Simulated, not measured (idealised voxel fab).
Proc. module: voxel ribs on slabs
The width of the displayed cross-section, cut, is 165 nm; its cells are square, with a size of 5 nm.
Bands, listed from the top down, are how a cross-section gets written in this document; the cross-section itself is a grid of square cells, and a band is one or more rows of them.
It is stipulated that each band's entry specify, in nanometres, the height of the top of the band and then that of its bottom, followed by the materials of the band in left-to-right sequence, each together with its width in nanometres. A single material marked by the word "everywhere" is understood to fill the band from edge to edge; the word "air" is understood to denote empty space.
Note: height 0 marks the level under which the wafer is uniformly one material as received. Lowest band unbounded below, written "0..down".
Width: "30..40" (first number = top row, second number = bottom row, same change from row to row of cells).
What does "stayed the same" mean for a step? It means no cell of the cross-section changed in that step.
This entry, "Completely sealed voids", enumerates those empty regions of no fewer than 8 cells that possess no open connection to the top. Each region is reported in the form width x height at distance, the distance being taken from the left edge, with all three quantities expressed in nm.
Formally, on a step line, whatever follows the settings is a remark that the simulator itself makes on the step.
You can add "overlay nm" to a step's line. For a step with a mask, it describes how far the mask lay to the right of its planned position, and a negative number describes a lay to the left.

Process steps foreseen in the plan
step 1: RECEIVE with material Si
step 2: DIRECTIONAL_DEP with material SiO2, thk nm 25
step 3: DIRECTIONAL_DEP with material SiN, thk nm 15
step 4: DIRECTIONAL_DEP with material aC, thk nm 10
step 5: PATTERN with tone cover, mask id RIB, material resist, width nm 25, thk nm 25, overlay nm 0
step 6: DIRECTIONAL_ETCH with etch materials aC, depth nm 10
step 7: STRIP with etch materials resist
step 8: DIRECTIONAL_ETCH with etch materials SiN, depth nm 10
step 9: STRIP with etch materials aC
step 10: PATTERN with tone cover, mask id SLAB, material resist, width nm 55, thk nm 15, overlay nm 0
step 11: DIRECTIONAL_ETCH with etch materials SiN, depth nm 5
step 12: STRIP with etch materials resist
step 13: FILL_DEP with material SiO2, thk nm 25
step 14: CMP with height nm 55
step 15: DIRECTIONAL_DEP with material W, thk nm 10
step 16: DIRECTIONAL_DEP with material aC, thk nm 10
step 17: PATTERN with tone cover, mask id HEATER, material resist, width nm 35, thk nm 25, overlay nm 0
step 18: DIRECTIONAL_ETCH with etch materials aC, depth nm 10
step 19: STRIP with etch materials resist
step 20: DIRECTIONAL_ETCH with etch materials W, depth nm 10
step 21: STRIP with etch materials aC
step 22: CONFORMAL_DEP with material SiO2, thk nm 5

As-received wafer cross-section (after step 1)
  0..down: Si everywhere
  Completely sealed voids: none

Looking at the first of two wafers in cross-section at end of module - ran to plan
  70..65: 60 nm air  45 nm SiO2  60 nm air
  65..60: 60 nm air  5 nm SiO2  35 nm W  5 nm SiO2  60 nm air
  60..55: 65 nm SiO2  35 nm W  65 nm SiO2
  55..40: SiO2 everywhere
  40..30: 70 nm SiO2  25 nm SiN  70 nm SiO2
  30..25: 55 nm SiO2  55 nm SiN  55 nm SiO2
  25..0: SiO2 everywhere
  0..down: Si everywhere
  Completely sealed voids: none

This is the second of the two wafers, cross-sectioned at the end of the module; it started exactly like the first and was given the same plan, but it was run with one mistake
  70..65: 60 nm air  45 nm SiO2  60 nm air
  65..60: 60 nm air  5 nm SiO2  35 nm W  5 nm SiO2  60 nm air
  60..55: 65 nm SiO2  35 nm W  65 nm SiO2
  55..40: SiO2 everywhere
  40..30: 70 nm SiO2  25 nm SiN  70 nm SiO2
  30..25: 50 nm SiO2  55 nm SiN  60 nm SiO2
  25..0: SiO2 everywhere
  0..down: Si everywhere
  Completely sealed voids: none
Misprocessing identified: step 10 ran differently from the plan; actual operation with settings: PATTERN with tone cover, mask id SLAB, material resist, width nm 55, thk nm 15, overlay nm -5
At the end, the second wafer has the same number of cells of each material as the first, but those cells sit in other places.
